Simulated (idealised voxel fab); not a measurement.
Herein follows the process module entitled voxel local oxidation.
Xsec cut, 255 nm wide, square cell size 5 nm.
Throughout this document, each cross-section is represented as a grid of square cells and is presented as a sequence of bands enumerated from the top downward, where a band comprises one or more rows of cells.
Band entry format. Leading values: height of top, height of bottom, nm. Remainder: materials in left-to-right order, each with its width in nm. Special words: "everywhere" on a single material, which then fills the band edge to edge; "air", empty space.
All heights in this document are referenced to 0, defined as the level beneath which the wafer, as received, consists entirely of one material. The lowest band is not bounded below; it extends indefinitely downward and is written in the form "0..down".
Quick explanation for "30 to 40": the width changes in equal steps down the rows of cells, from the first number in the band's top row to the second number in its bottom row.
Basically "remained the same" means that step didn't change any cell in the cross-section.
You'll see "Completely enclosed voids" listing empty spaces that have no way open to the top, as long as they're 8 cells or more; the notation is width x height at distance, where the distance is from the left edge, and all of it is in nm.
It should be noted that, on the line of a given step, the content following the step's settings is a remark produced by the simulator itself with respect to that step.
A step's line can hold "overlay nm"; with a mask on that step, the setting says how far right of the planned place the mask lay, while a negative setting says it lay to the left.

Listed below are the process steps as planned:
- 1: RECEIVE (material Si)
- 2: CONFORMAL_DEP (material SiO2; thk nm 5)
- 3: CONFORMAL_DEP (material SiN; thk nm 15)
- 4: PATTERN (tone cover; mask id ACTIVE; material resist; width nm 115; thk nm 15; overlay nm 0)
- 5: DIRECTIONAL_ETCH (etch materials SiN; depth nm 15)
- 6: STRIP (etch materials resist)
- 7: SELECTIVE_ETCH (etch materials SiO2; depth nm 5)
- 8: OXIDIZE (depth nm 15)
- 9: STRIP (etch materials SiN)

Received-state cross-section, reflecting completion of step 1:
    0..down  Si everywhere
    Completely enclosed voids: none

Cross-sectional view of the first of the two wafers upon completion of the module, processed in accordance with the plan:
    5..0  air: 75; SiO2: 105; air: 75
    0..-15  SiO2: 90; Si: 75; SiO2: 90
    -15..down  Si everywhere
    Completely enclosed voids: none

Now the second wafer, cross-sectioned at the end of the module. Nothing different at the start, nothing different in the plan compared with the first, just one mistake when it was actually run:
    5..0  air: 70; SiO2: 105; air: 80
    0..-15  SiO2: 85; Si: 75; SiO2: 95
    -15..down  Si everywhere
    Completely enclosed voids: none
Diagnosis: step 4 went in with a setting other than planned; the actual run was PATTERN (tone cover; mask id ACTIVE; material resist; width nm 115; thk nm 15; overlay nm -5)
at the end the second wafer has, in cells: as many of each material as the first, in other places
